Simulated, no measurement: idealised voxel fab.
This section sets out a process module, namely voxel lift off.
The cross-section shown here is cut; it is 150 nm wide and divided into square cells measuring 5 nm on a side.
A cross-section is a grid of square cells, given in bands from the top down. A band is one or more rows of cells.
Heights first: top, then bottom, in nm. Then materials, left to right, each with a width in nm. "edge to edge" on a single material: fills the band edge to edge. "blank": empty space.
Basically, 0 is our baseline, since under it the wafer straight out of the box is all one material. The bottom band has no lower end and keeps on going down, so it looks like "from 0 down".
The two numbers in a width such as "30->40" mark its ends across the band: the first belongs to the top row of cells, the second to the bottom row, and from each row to the next the width moves by the same amount.
"nothing was modified" for a step: no cell of the cross-section changed in that step.
"Closed void listing" lists enclosed empty spaces (at least 8 cells, no open path upward to the top), each as width x height at distance from the left edge, in nm.
after a step's settings: what the simulator itself notes on the step
"overlay nm", when on a step's line for a step with a mask, measures how far to the right of its planned place the mask lay; a negative measure means to the left.
Here's what the planned process steps look like
1) RECEIVE | material Si
2) CONFORMAL_DEP | material Al2O3 | thk nm 10
3) PATTERN | tone open | mask id LINES | material resist | width nm 15 | pitch nm 35 | thk nm 25 | overlay nm 0
4) DIRECTIONAL_DEP | material Ru | thk nm 10
5) STRIP | etch materials resist
6) CONFORMAL_DEP | material SiCN | thk nm 10
Cross-section, incoming material, after step 1
* from 0 down = Si edge to edge
* Closed void listing: none
End-of-module cross-section of the first of two wafers, processed as planned
* from 30 to 20 = 40 blank | 70 SiCN | 40 blank
* from 20 to 10 = 50 SiCN | 15 Ru | 20 SiCN | 15 Ru | 50 SiCN
* from 10 to 0 = Al2O3 edge to edge
* from 0 down = Si edge to edge
* Closed void listing: none
Second wafer cross-section at end of module - shared start and plan with the first, one mistake in the run
* from 30 to 20 = 40 blank | 75 SiCN | 35 blank
* from 20 to 10 = 50 SiCN | 20 Ru | 15 SiCN | 20 Ru | 45 SiCN
* from 10 to 0 = Al2O3 edge to edge
* from 0 down = Si edge to edge
* Closed void listing: none
In executing the process, a mistake was made relative to the plan: step 3 was not run as planned; what actually ran was PATTERN | tone open | mask id LINES | material resist | width nm 20 | pitch nm 35 | thk nm 25 | overlay nm 0
In the final state, the cell counts of the second wafer exceed or fall short of those of the first for the following materials: Ru +4 | SiCN -2
